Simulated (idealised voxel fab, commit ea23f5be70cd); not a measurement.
Process module in this document: voxel fin reveal
This is section cut - it's 245 nm across, gridded in 5 nm square cells.
A cross-section in this document is a grid of square cells, and it is written down as bands, the top band listed before the ones below it; a band is made up of one or more rows of cells. Top height, bottom height, nm. Materials left to right, width each, nm. Single material + "all across" = fills band edge to edge. "blank" = empty. Beneath 0, the wafer as received is one material, and that level is where height counting begins. The lowest band goes on downward without a bottom; it is written like "top 0, no bottom". Quick explanation for "30 to 40": the width changes in equal steps down the rows of cells, from the first number in the band's top row to the second number in its bottom row. No cell of the cross-section changed in a step that is given as "same as before". "Unvented cavities" contains a list of empty spaces, each no smaller than 8 cells and without an open way to the top, written in the form width x height at distance with the distance from the left edge and all three in nm. Formally, on a step line, whatever follows the settings is a remark that the simulator itself makes on the step. The optional step-line setting "overlay nm" applies to steps with a mask and quantifies how far to the right of its planned location the mask lay, a negative value indicating leftward placement.

## Here's what the planned process steps look like
1: RECEIVE | material Si
2: CONFORMAL_DEP | material SiN | thk nm 5
3: MASKED_ETCH | tone cover | mask id FINS | width nm 15 | pitch nm 45 | etch materials SiN | depth nm 5 | overlay nm 0
4: MASKED_ETCH | tone cover | mask id FINS | width nm 15 | pitch nm 45 | etch materials Si | depth nm 30 | overlay nm 0
5: OXIDIZE | depth nm 5
6: FILL_DEP | material SiO2 | thk nm 10
7: CMP | height nm 5
8: SELECTIVE_ETCH | etch materials SiO2 | depth nm 20
9: STRIP | etch materials SiN
10: CONFORMAL_DEP | material HfO2 | thk nm 5

## Incoming wafer in cross-section (state: after step 1)
  top 0, no bottom  Si all across
  Unvented cavities: none

## Cross-section, end of module. Start: as above. Plan: as above. Execution: one mistake
  top 5, bottom 0  blank: 70; HfO2: 15; blank: 30; HfO2: 15; blank: 30; HfO2: 15; blank: 70
  top 0, bottom -10  blank: 70; HfO2: 5; Si: 5; HfO2: 5; blank: 30; HfO2: 5; Si: 5; HfO2: 5; blank: 30; HfO2: 5; Si: 5; HfO2: 5; blank: 70
  top -10, bottom -15  HfO2: 75; Si: 5; HfO2: 40; Si: 5; HfO2: 40; Si: 5; HfO2: 75
  top -15, bottom -40  SiO2: 75; Si: 5; SiO2: 40; Si: 5; SiO2: 40; Si: 5; SiO2: 75
  top -40, no bottom  Si all across
  Unvented cavities: none
Finding, execution versus plan: step 4 was processed under conditions differing from the plan, specifically as MASKED_ETCH | tone cover | mask id FINS | width nm 15 | pitch nm 45 | etch materials Si | depth nm 35 | overlay nm 0
